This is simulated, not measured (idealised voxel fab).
You're looking at the process module voxel capacitor over wiring.
Pictured: cross-section cut, 295 nm wide, on a grid of 5 nm square cells.
Heads up, the way a cross-section reads in here is a grid of square cells, handed over as bands from the top down, with every band being one or more rows of cells.
Top height, bottom height, nm. Materials left to right, width each, nm. Single material + "all across" = fills band edge to edge. "empty" = empty.
Measure heights from 0. That's the level where, below it, the as-received wafer is all one material. The lowest band is bottomless and extends downward; write it as in "from 0 down".
With a width like "30 to 40", each row of cells in the band differs from the next by the same amount, the top row carrying the first number and the bottom row the second.
The cross-section has no changed cell in any step marked "remains unaltered".
In "Enclosed internal voids" the enclosed voids are listed, meaning empty spaces of 8 cells or larger without any opening to the top. The form is width x height at distance, distance from the left edge, units nm.
What comes after the settings on a step's line is commentary from the simulator itself on that step.
overlay nm: step with mask; distance mask lay right of planned place; negative value = left of planned place.

-- Set out below are the planned steps of the process
- 1: RECEIVE with material Si
- 2: CONFORMAL_DEP with material SiO2, thk nm 10
- 3: CONFORMAL_DEP with material SiCN, thk nm 5
- 4: DIRECTIONAL_DEP with material SiO2, thk nm 15
- 5: DIRECTIONAL_DEP with material aC, thk nm 10
- 6: PATTERN with tone open, mask id METAL_1, material resist, width nm 20, pitch nm 80, thk nm 25, overlay nm 0
- 7: DIRECTIONAL_ETCH with etch materials aC, depth nm 10
- 8: STRIP with etch materials resist
- 9: DIRECTIONAL_ETCH with etch materials SiO2, depth nm 15
- 10: DIRECTIONAL_ETCH with etch materials SiCN, depth nm 5
- 11: STRIP with etch materials aC
- 12: CONFORMAL_DEP with material TiN, thk nm 5
- 13: FILL_DEP with material Cu, thk nm 10
- 14: CMP with height nm 30
- 15: CONFORMAL_DEP with material SiCN, thk nm 5
- 16: DIRECTIONAL_DEP with material lowk, thk nm 15
- 17: DIRECTIONAL_DEP with material aC, thk nm 10
- 18: PATTERN with tone open, mask id PLUG_1, material resist, width nm 15, thk nm 30, overlay nm 0
- 19: DIRECTIONAL_ETCH with etch materials aC, depth nm 10
- 20: STRIP with etch materials resist
- 21: DIRECTIONAL_ETCH with etch materials lowk, depth nm 15
- 22: DIRECTIONAL_ETCH with etch materials SiCN, depth nm 5
- 23: STRIP with etch materials aC
- 24: CONFORMAL_DEP with material TiN, thk nm 5
- 25: FILL_DEP with material Ru, thk nm 10
- 26: CMP with height nm 50
- 27: DIRECTIONAL_DEP with material TiN, thk nm 5
- 28: DIRECTIONAL_DEP with material SiN, thk nm 5
- 29: DIRECTIONAL_DEP with material TiN, thk nm 10
- 30: PATTERN with tone cover, mask id UPPER_PLATE, material resist, width nm 65, thk nm 15, overlay nm 0
- 31: DIRECTIONAL_ETCH with etch materials TiN, depth nm 10
- 32: DIRECTIONAL_ETCH with etch materials SiN, depth nm 5
- 33: STRIP with etch materials resist
- 34: DIRECTIONAL_DEP with material aC, thk nm 10
- 35: PATTERN with tone cover, mask id LOWER_PLATE, material resist, width nm 75, thk nm 25, overlay nm 0
- 36: DIRECTIONAL_ETCH with etch materials aC, depth nm 10
- 37: STRIP with etch materials resist
- 38: DIRECTIONAL_ETCH with etch materials TiN, depth nm 5
- 39: STRIP with etch materials aC
- 40: FILL_DEP with material SiO2, thk nm 20
- 41: CMP with height nm 85
- 42: PATTERN with tone open, mask id PLUG_2, material resist, width nm 15, thk nm 15, overlay nm 0
- 43: DIRECTIONAL_ETCH with etch materials SiO2, depth nm 15
- 44: STRIP with etch materials resist
- 45: CONFORMAL_DEP with material TiN, thk nm 5
- 46: FILL_DEP with material Ru, thk nm 5
- 47: CMP with height nm 85
- 48: CONFORMAL_DEP with material SiN, thk nm 5

-- The first of two wafers, run as planned

-- Received-state cross-section, reflecting completion of step 1
* from 0 down  Si all across
* Enclosed internal voids: none

-- Cross-sectional representation of the wafer at the conclusion of step 2
* from 10 to 0  SiO2 all across
* For the remainder of the cross-section, below 0, there is no change.

-- Cross-sectional representation of the wafer at the conclusion of step 3
* from 15 to 10  SiCN all across
* For the remainder of the cross-section, below 10, there is no change.

-- Cross-sectional representation of the wafer at the conclusion of step 4
* from 30 to 15  SiO2 all across
* For the remainder of the cross-section, below 15, there is no change.

-- Cross-sectional representation of the wafer at the conclusion of step 5
* from 40 to 30  aC all across
* For the remainder of the cross-section, below 30, there is no change.

-- Cross-sectional representation of the wafer at the conclusion of step 6
* from 65 to 40  resist 95 nm | empty 20 nm | resist 60 nm | empty 20 nm | resist 100 nm
* For the remainder of the cross-section, below 40, there is no change.

-- Cross-sectional representation of the wafer at the conclusion of step 7
* from 55 to 40  resist 95 nm | empty 20 nm | resist 60 nm | empty 20 nm | resist 100 nm
* from 40 to 30  aC 95 nm | empty 20 nm | aC 60 nm | empty 20 nm | aC 100 nm
* For the remainder of the cross-section, below 30, there is no change.

-- Cross-sectional representation of the wafer at the conclusion of step 8
* from 40 to 30  aC 95 nm | empty 20 nm | aC 60 nm | empty 20 nm | aC 100 nm
* For the remainder of the cross-section, below 30, there is no change.

-- Cross-sectional representation of the wafer at the conclusion of step 9
* from 40 to 30  aC 95 nm | empty 20 nm | aC 60 nm | empty 20 nm | aC 100 nm
* from 30 to 15  SiO2 95 nm | empty 20 nm | SiO2 60 nm | empty 20 nm | SiO2 100 nm
* For the remainder of the cross-section, below 15, there is no change.

-- Cross-sectional representation of the wafer at the conclusion of step 10
* from 40 to 30  aC 95 nm | empty 20 nm | aC 60 nm | empty 20 nm | aC 100 nm
* from 30 to 15  SiO2 95 nm | empty 20 nm | SiO2 60 nm | empty 20 nm | SiO2 100 nm
* from 15 to 10  SiCN 95 nm | empty 20 nm | SiCN 60 nm | empty 20 nm | SiCN 100 nm
* For the remainder of the cross-section, below 10, there is no change.

-- Cross-sectional representation of the wafer at the conclusion of step 11
* from 30 to 15  SiO2 95 nm | empty 20 nm | SiO2 60 nm | empty 20 nm | SiO2 100 nm
* For the remainder of the cross-section, below 15, there is no change.

-- Cross-sectional representation of the wafer at the conclusion of step 12
* from 35 to 30  TiN 100 nm | empty 10 nm | TiN 70 nm | empty 10 nm | TiN 105 nm
* from 30 to 15  SiO2 95 nm | TiN 5 nm | empty 10 nm | TiN 5 nm | SiO2 60 nm | TiN 5 nm | empty 10 nm | TiN 5 nm | SiO2 100 nm
* from 15 to 10  SiCN 95 nm | TiN 20 nm | SiCN 60 nm | TiN 20 nm | SiCN 100 nm
* For the remainder of the cross-section, below 10, there is no change.

-- Cross-sectional representation of the wafer at the conclusion of step 13
* from 45 to 35  Cu all across
* from 35 to 30  TiN 100 nm | Cu 10 nm | TiN 70 nm | Cu 10 nm | TiN 105 nm
* from 30 to 15  SiO2 95 nm | TiN 5 nm | Cu 10 nm | TiN 5 nm | SiO2 60 nm | TiN 5 nm | Cu 10 nm | TiN 5 nm | SiO2 100 nm
* For the remainder of the cross-section, below 15, there is no change.

-- Cross-sectional representation of the wafer at the conclusion of step 14
* from 30 to 15  SiO2 95 nm | TiN 5 nm | Cu 10 nm | TiN 5 nm | SiO2 60 nm | TiN 5 nm | Cu 10 nm | TiN 5 nm | SiO2 100 nm
* For the remainder of the cross-section, below 15, there is no change.

-- Cross-sectional representation of the wafer at the conclusion of step 15
* from 35 to 30  SiCN all across
* For the remainder of the cross-section, below 30, there is no change.

-- Cross-sectional representation of the wafer at the conclusion of step 16
* from 50 to 35  lowk all across
* For the remainder of the cross-section, below 35, there is no change.

-- Cross-sectional representation of the wafer at the conclusion of step 17
* from 60 to 50  aC all across
* For the remainder of the cross-section, below 50, there is no change.

-- Cross-sectional representation of the wafer at the conclusion of step 18
* from 90 to 60  resist 100 nm | empty 15 nm | resist 180 nm
* For the remainder of the cross-section, below 60, there is no change.

-- Cross-sectional representation of the wafer at the conclusion of step 19
* from 80 to 60  resist 100 nm | empty 15 nm | resist 180 nm
* from 60 to 50  aC 100 nm | empty 15 nm | aC 180 nm
* For the remainder of the cross-section, below 50, there is no change.

-- Cross-sectional representation of the wafer at the conclusion of step 20
* from 60 to 50  aC 100 nm | empty 15 nm | aC 180 nm
* For the remainder of the cross-section, below 50, there is no change.

-- Cross-sectional representation of the wafer at the conclusion of step 21
* from 60 to 50  aC 100 nm | empty 15 nm | aC 180 nm
* from 50 to 35  lowk 100 nm | empty 15 nm | lowk 180 nm
* For the remainder of the cross-section, below 35, there is no change.

-- Cross-sectional representation of the wafer at the conclusion of step 22
* from 60 to 50  aC 100 nm | empty 15 nm | aC 180 nm
* from 50 to 35  lowk 100 nm | empty 15 nm | lowk 180 nm
* from 35 to 30  SiCN 100 nm | empty 15 nm | SiCN 180 nm
* For the remainder of the cross-section, below 30, there is no change.

-- Cross-sectional representation of the wafer at the conclusion of step 23
* from 50 to 35  lowk 100 nm | empty 15 nm | lowk 180 nm
* For the remainder of the cross-section, below 35, there is no change.

-- Cross-sectional representation of the wafer at the conclusion of step 24
* from 55 to 50  TiN 105 nm | empty 5 nm | TiN 185 nm
* from 50 to 35  lowk 100 nm | TiN 5 nm | empty 5 nm | TiN 5 nm | lowk 180 nm
* from 35 to 30  SiCN 100 nm | TiN 15 nm | SiCN 180 nm
* For the remainder of the cross-section, below 30, there is no change.

-- Cross-sectional representation of the wafer at the conclusion of step 25
* from 65 to 55  Ru all across
* from 55 to 50  TiN 105 nm | Ru 5 nm | TiN 185 nm
* from 50 to 35  lowk 100 nm | TiN 5 nm | Ru 5 nm | TiN 5 nm | lowk 180 nm
* For the remainder of the cross-section, below 35, there is no change.

-- Cross-sectional representation of the wafer at the conclusion of step 26
* from 50 to 35  lowk 100 nm | TiN 5 nm | Ru 5 nm | TiN 5 nm | lowk 180 nm
* For the remainder of the cross-section, below 35, there is no change.

-- Cross-sectional representation of the wafer at the conclusion of step 27
* from 55 to 50  TiN all across
* For the remainder of the cross-section, below 50, there is no change.

-- Cross-sectional representation of the wafer at the conclusion of step 28
* from 60 to 55  SiN all across
* For the remainder of the cross-section, below 55, there is no change.

-- Cross-sectional representation of the wafer at the conclusion of step 29
* from 70 to 60  TiN all across
* For the remainder of the cross-section, below 60, there is no change.

-- Cross-sectional representation of the wafer at the conclusion of step 30
* from 85 to 70  empty 100 nm | resist 65 nm | empty 130 nm
* For the remainder of the cross-section, below 70, there is no change.

-- Cross-sectional representation of the wafer at the conclusion of step 31
* from 85 to 70  empty 100 nm | resist 65 nm | empty 130 nm
* from 70 to 60  empty 100 nm | TiN 65 nm | empty 130 nm
* For the remainder of the cross-section, below 60, there is no change.

-- Cross-sectional representation of the wafer at the conclusion of step 32
* from 85 to 70  empty 100 nm | resist 65 nm | empty 130 nm
* from 70 to 60  empty 100 nm | TiN 65 nm | empty 130 nm
* from 60 to 55  empty 100 nm | SiN 65 nm | empty 130 nm
* For the remainder of the cross-section, below 55, there is no change.

-- Cross-sectional representation of the wafer at the conclusion of step 33
* from 70 to 60  empty 100 nm | TiN 65 nm | empty 130 nm
* For the remainder of the cross-section, below 60, there is no change.

-- Cross-sectional representation of the wafer at the conclusion of step 34
* from 80 to 70  empty 100 nm | aC 65 nm | empty 130 nm
* from 70 to 65  empty 100 nm | TiN 65 nm | empty 130 nm
* from 65 to 60  aC 100 nm | TiN 65 nm | aC 130 nm
* from 60 to 55  aC 100 nm | SiN 65 nm | aC 130 nm
* For the remainder of the cross-section, below 55, there is no change.

-- Cross-sectional representation of the wafer at the conclusion of step 35
* from 105 to 80  empty 95 nm | resist 75 nm | empty 125 nm
* from 80 to 70  empty 95 nm | resist 5 nm | aC 65 nm | resist 5 nm | empty 125 nm
* from 70 to 65  empty 95 nm | resist 5 nm | TiN 65 nm | resist 5 nm | empty 125 nm
* For the remainder of the cross-section, below 65, there is no change.

-- Cross-sectional representation of the wafer at the conclusion of step 36
* from 95 to 80  empty 95 nm | resist 75 nm | empty 125 nm
* from 80 to 70  empty 95 nm | resist 5 nm | aC 65 nm | resist 5 nm | empty 125 nm
* from 70 to 65  empty 95 nm | resist 5 nm | TiN 65 nm | resist 5 nm | empty 125 nm
* from 65 to 60  empty 95 nm | aC 5 nm | TiN 65 nm | aC 5 nm | empty 125 nm
* from 60 to 55  empty 95 nm | aC 5 nm | SiN 65 nm | aC 5 nm | empty 125 nm
* For the remainder of the cross-section, below 55, there is no change.

-- Cross-sectional representation of the wafer at the conclusion of step 37
* from 80 to 70  empty 100 nm | aC 65 nm | empty 130 nm
* from 70 to 65  empty 100 nm | TiN 65 nm | empty 130 nm
* For the remainder of the cross-section, below 65, there is no change.

-- Cross-sectional representation of the wafer at the conclusion of step 38
* from 80 to 70  empty 100 nm | aC 65 nm | empty 130 nm
* from 70 to 65  empty 100 nm | TiN 65 nm | empty 130 nm
* from 65 to 60  empty 95 nm | aC 5 nm | TiN 65 nm | aC 5 nm | empty 125 nm
* from 60 to 55  empty 95 nm | aC 5 nm | SiN 65 nm | aC 5 nm | empty 125 nm
* from 55 to 50  empty 95 nm | TiN 75 nm | empty 125 nm
* For the remainder of the cross-section, below 50, there is no change.

-- Cross-sectional representation of the wafer at the conclusion of step 39
* from 70 to 60  empty 100 nm | TiN 65 nm | empty 130 nm
* from 60 to 55  empty 100 nm | SiN 65 nm | empty 130 nm
* For the remainder of the cross-section, below 55, there is no change.

-- Cross-sectional representation of the wafer at the conclusion of step 40
* from 90 to 70  SiO2 all across
* from 70 to 60  SiO2 100 nm | TiN 65 nm | SiO2 130 nm
* from 60 to 55  SiO2 100 nm | SiN 65 nm | SiO2 130 nm
* from 55 to 50  SiO2 95 nm | TiN 75 nm | SiO2 125 nm
* For the remainder of the cross-section, below 50, there is no change.

-- Cross-sectional representation of the wafer at the conclusion of step 41
* from 85 to 70  SiO2 all across
* For the remainder of the cross-section, below 70, there is no change.

-- Cross-sectional representation of the wafer at the conclusion of step 42
* from 100 to 85  resist 110 nm | empty 15 nm | resist 170 nm
* For the remainder of the cross-section, below 85, there is no change.

-- Cross-sectional representation of the wafer at the conclusion of step 43
* from 100 to 85  resist 110 nm | empty 15 nm | resist 170 nm
* from 85 to 70  SiO2 110 nm | empty 15 nm | SiO2 170 nm
* For the remainder of the cross-section, below 70, there is no change.

-- Cross-sectional representation of the wafer at the conclusion of step 44
* from 85 to 70  SiO2 110 nm | empty 15 nm | SiO2 170 nm
* For the remainder of the cross-section, below 70, there is no change.

-- Cross-sectional representation of the wafer at the conclusion of step 45
* from 90 to 85  TiN 115 nm | empty 5 nm | TiN 175 nm
* from 85 to 75  SiO2 110 nm | TiN 5 nm | empty 5 nm | TiN 5 nm | SiO2 170 nm
* from 75 to 70  SiO2 110 nm | TiN 15 nm | SiO2 170 nm
* For the remainder of the cross-section, below 70, there is no change.

-- Cross-sectional representation of the wafer at the conclusion of step 46
* from 95 to 90  Ru all across
* from 90 to 85  TiN 115 nm | Ru 5 nm | TiN 175 nm
* from 85 to 75  SiO2 110 nm | TiN 5 nm | Ru 5 nm | TiN 5 nm | SiO2 170 nm
* For the remainder of the cross-section, below 75, there is no change.

-- Cross-sectional representation of the wafer at the conclusion of step 47
* from 85 to 75  SiO2 110 nm | TiN 5 nm | Ru 5 nm | TiN 5 nm | SiO2 170 nm
* For the remainder of the cross-section, below 75, there is no change.

-- Cross-sectional representation of the wafer at the conclusion of step 48
* from 90 to 85  SiN all across
* For the remainder of the cross-section, below 85, there is no change.

-- Wafer two: like wafer one in start and plan, but with one mistake in execution; identical up to and including step 27

Cross-section of the second wafer when, according to plan, step 28 should have finished: remains unaltered

-- Cross-section of the second wafer when, according to plan, step 29 should have finished
* from 65 to 50  TiN all across
* For the remainder of the cross-section, below 50, there is no change.

-- Cross-section of the second wafer when, according to plan, step 30 should have finished
* from 80 to 65  empty 100 nm | resist 65 nm | empty 130 nm
* For the remainder of the cross-section, below 65, there is no change.

-- Cross-section of the second wafer when, according to plan, step 31 should have finished
* from 80 to 65  empty 100 nm | resist 65 nm | empty 130 nm
* from 65 to 55  empty 100 nm | TiN 65 nm | empty 130 nm
* For the remainder of the cross-section, below 55, there is no change.

Cross-section of the second wafer when, according to plan, step 32 should have finished: remains unaltered

-- Cross-section of the second wafer when, according to plan, step 33 should have finished
* from 65 to 55  empty 100 nm | TiN 65 nm | empty 130 nm
* For the remainder of the cross-section, below 55, there is no change.

-- Cross-section of the second wafer when, according to plan, step 34 should have finished
* from 75 to 65  empty 100 nm | aC 65 nm | empty 130 nm
* from 65 to 55  aC 100 nm | TiN 65 nm | aC 130 nm
* For the remainder of the cross-section, below 55, there is no change.

-- Cross-section of the second wafer when, according to plan, step 35 should have finished
* from 100 to 75  empty 95 nm | resist 75 nm | empty 125 nm
* from 75 to 65  empty 95 nm | resist 5 nm | aC 65 nm | resist 5 nm | empty 125 nm
* For the remainder of the cross-section, below 65, there is no change.

-- Cross-section of the second wafer when, according to plan, step 36 should have finished
* from 90 to 75  empty 95 nm | resist 75 nm | empty 125 nm
* from 75 to 65  empty 95 nm | resist 5 nm | aC 65 nm | resist 5 nm | empty 125 nm
* from 65 to 55  empty 95 nm | aC 5 nm | TiN 65 nm | aC 5 nm | empty 125 nm
* For the remainder of the cross-section, below 55, there is no change.

-- Cross-section of the second wafer when, according to plan, step 37 should have finished
* from 75 to 65  empty 100 nm | aC 65 nm | empty 130 nm
* For the remainder of the cross-section, below 65, there is no change.

-- Cross-section of the second wafer when, according to plan, step 38 should have finished
* from 75 to 65  empty 100 nm | aC 65 nm | empty 130 nm
* from 65 to 55  empty 95 nm | aC 5 nm | TiN 65 nm | aC 5 nm | empty 125 nm
* from 55 to 50  empty 95 nm | TiN 75 nm | empty 125 nm
* For the remainder of the cross-section, below 50, there is no change.

-- Cross-section of the second wafer when, according to plan, step 39 should have finished
* from 65 to 55  empty 100 nm | TiN 65 nm | empty 130 nm
* For the remainder of the cross-section, below 55, there is no change.

-- Cross-section of the second wafer when, according to plan, step 40 should have finished
* from 85 to 65  SiO2 all across
* from 65 to 55  SiO2 100 nm | TiN 65 nm | SiO2 130 nm
* from 55 to 50  SiO2 95 nm | TiN 75 nm | SiO2 125 nm
* For the remainder of the cross-section, below 50, there is no change.

Cross-section of the second wafer when, according to plan, step 41 should have finished: remains unaltered

-- Cross-section of the second wafer when, according to plan, step 42 should have finished
* from 100 to 85  resist 110 nm | empty 15 nm | resist 170 nm
* For the remainder of the cross-section, below 85, there is no change.

-- Cross-section of the second wafer when, according to plan, step 43 should have finished
* from 100 to 85  resist 110 nm | empty 15 nm | resist 170 nm
* from 85 to 70  SiO2 110 nm | empty 15 nm | SiO2 170 nm
* For the remainder of the cross-section, below 70, there is no change.

-- Cross-section of the second wafer when, according to plan, step 44 should have finished
* from 85 to 70  SiO2 110 nm | empty 15 nm | SiO2 170 nm
* For the remainder of the cross-section, below 70, there is no change.

-- Cross-section of the second wafer when, according to plan, step 45 should have finished
* from 90 to 85  TiN 115 nm | empty 5 nm | TiN 175 nm
* from 85 to 75  SiO2 110 nm | TiN 5 nm | empty 5 nm | TiN 5 nm | SiO2 170 nm
* from 75 to 70  SiO2 110 nm | TiN 15 nm | SiO2 170 nm
* For the remainder of the cross-section, below 70, there is no change.

-- Cross-section of the second wafer when, according to plan, step 46 should have finished
* from 95 to 90  Ru all across
* from 90 to 85  TiN 115 nm | Ru 5 nm | TiN 175 nm
* from 85 to 75  SiO2 110 nm | TiN 5 nm | Ru 5 nm | TiN 5 nm | SiO2 170 nm
* For the remainder of the cross-section, below 75, there is no change.

-- Cross-section of the second wafer when, according to plan, step 47 should have finished
* from 85 to 75  SiO2 110 nm | TiN 5 nm | Ru 5 nm | TiN 5 nm | SiO2 170 nm
* For the remainder of the cross-section, below 75, there is no change.

-- Cross-section of the second wafer when, according to plan, step 48 should have finished
* from 90 to 85  SiN all across
* For the remainder of the cross-section, below 85, there is no change.
Finding, execution versus plan: plan step 28 was not performed, having been skipped
End of process, cell counts, second wafer against first, materials with more or fewer: SiN: 13 fewer | SiO2: 13 more
